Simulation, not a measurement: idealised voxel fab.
process module | voxel capacitor over wiring
cross-section cut | 230 nm wide | cells 5 nm
A cross-section is a grid of square cells, given in bands from the top down. A band is one or more rows of cells.
Each band's line starts with the height of the band's top and of its bottom, in nm. Then come its materials from left to right, each with its width in nm. One material with "throughout" fills the band from edge to edge. "air" is empty space.
Height 0 is the level under which the wafer as received is all one material. The lowest band goes on downwards, as in "0 down".
A width such as "30 to 40" changes by the same amount from each row of cells to the next, from the band's top row to its bottom row.
"no change" after a step means that no cell of the cross-section changed.
closed voids: empty space of 8 cells or more with no open way to the top, each as width x height at its distance from the left edge, in nm
after a step's settings: what the simulator itself notes on the step
overlay nm, on a step with a mask: how far to the right of its planned place the mask lay; to the left if negative
plan
1 op RECEIVE | material Si
2 op CONFORMAL_DEP | material SiO2 | thk nm 15
3 op DIRECTIONAL_DEP | material TiN | thk nm 5
4 op DIRECTIONAL_DEP | material Ru | thk nm 15
5 op MASKED_ETCH | tone cover | mask id METAL_1 | width nm 25 | pitch nm 80 | etch materials Ru | depth nm 15 | overlay nm 0
6 op MASKED_ETCH | tone cover | mask id METAL_1 | width nm 25 | pitch nm 80 | etch materials TiN | depth nm 5 | overlay nm 0
7 op FILL_DEP | material SiO2 | thk nm 5
8 op CMP | height nm 35
9 op CONFORMAL_DEP | material SiCN | thk nm 5
10 op DIRECTIONAL_DEP | material SiO2 | thk nm 20
11 op PATTERN | tone open | mask id PLUG_1 | material resist | width nm 15 | thk nm 20 | overlay nm 0
12 op DIRECTIONAL_ETCH | etch materials SiO2 | depth nm 20
13 op DIRECTIONAL_ETCH | etch materials SiCN | depth nm 5
14 op STRIP | etch materials resist
15 op CONFORMAL_DEP | material TiN | thk nm 5
16 op FILL_DEP | material Cu | thk nm 5
17 op CMP | height nm 60
18 op DIRECTIONAL_DEP | material TiN | thk nm 5
19 op DIRECTIONAL_DEP | material SiN | thk nm 5
20 op DIRECTIONAL_DEP | material TiN | thk nm 10
21 op PATTERN | tone cover | mask id UPPER_PLATE | material resist | width nm 60 | thk nm 20 | overlay nm 0
22 op DIRECTIONAL_ETCH | etch materials TiN | depth nm 10
23 op DIRECTIONAL_ETCH | etch materials SiN | depth nm 5
24 op STRIP | etch materials resist
25 op DIRECTIONAL_DEP | material aC | thk nm 15
26 op PATTERN | tone cover | mask id LOWER_PLATE | material resist | width nm 70 | thk nm 30 | overlay nm 0
27 op DIRECTIONAL_ETCH | etch materials aC | depth nm 15
28 op STRIP | etch materials resist
29 op DIRECTIONAL_ETCH | etch materials TiN | depth nm 5
30 op STRIP | etch materials aC
31 op FILL_DEP | material SiO2 | thk nm 15
32 op CMP | height nm 90
33 op DIRECTIONAL_DEP | material aC | thk nm 10
34 op PATTERN | tone open | mask id PLUG_2 | material resist | width nm 15 | thk nm 30 | overlay nm 0
35 op DIRECTIONAL_ETCH | etch materials aC | depth nm 10
36 op STRIP | etch materials resist
37 op DIRECTIONAL_ETCH | etch materials SiO2 | depth nm 10
38 op STRIP | etch materials aC
39 op CONFORMAL_DEP | material TiN | thk nm 5
40 op FILL_DEP | material Ru | thk nm 5
41 op CMP | height nm 90
42 op CONFORMAL_DEP | material SiCN | thk nm 5
as received, after step 1
  0 down: Si throughout
  closed voids: none
first wafer at the end, as planned
  95 to 90: SiCN throughout
  90 to 85: SiO2 80 | TiN 5 | Ru 5 | TiN 5 | SiO2 135
  85 to 80: SiO2 80 | TiN 15 | SiO2 135
  80 to 70: SiO2 70 | TiN 60 | SiO2 100
  70 to 65: SiO2 70 | SiN 60 | SiO2 100
  65 to 60: SiO2 65 | TiN 70 | SiO2 95
  60 to 40: SiO2 70 | TiN 5 | Cu 5 | TiN 5 | SiO2 145
  40 to 35: SiCN 70 | TiN 15 | SiCN 145
  35 to 20: SiO2 60 | Ru 25 | SiO2 55 | Ru 25 | SiO2 65
  20 to 15: SiO2 60 | TiN 25 | SiO2 55 | TiN 25 | SiO2 65
  15 to 0: SiO2 throughout
  0 down: Si throughout
  closed voids: none
second wafer at the end: like start, like plan, one mistake
  95 to 90: SiCN throughout
  90 to 85: SiO2 80 | TiN 5 | Ru 5 | TiN 5 | SiO2 135
  85 to 80: SiO2 80 | TiN 15 | SiO2 135
  80 to 70: SiO2 70 | TiN 60 | SiO2 100
  70 to 65: SiO2 70 | SiN 60 | SiO2 100
  65 to 60: SiO2 65 | TiN 70 | SiO2 95
  60 to 40: SiO2 70 | TiN 5 | Cu 5 | TiN 5 | SiO2 145
  40 to 35: SiCN 70 | TiN 15 | SiCN 145
  35 to 20: SiO2 throughout
  20 to 15: TiN throughout
  15 to 0: SiO2 throughout
  0 down: Si throughout
  closed voids: none
what went wrong: step 4 ran as: op DIRECTIONAL_DEP | material SiO2 | thk nm 15
at the end the second wafer has, in cells: 30 fewer of Ru | 6 fewer of SiO2 | 36 more of TiN
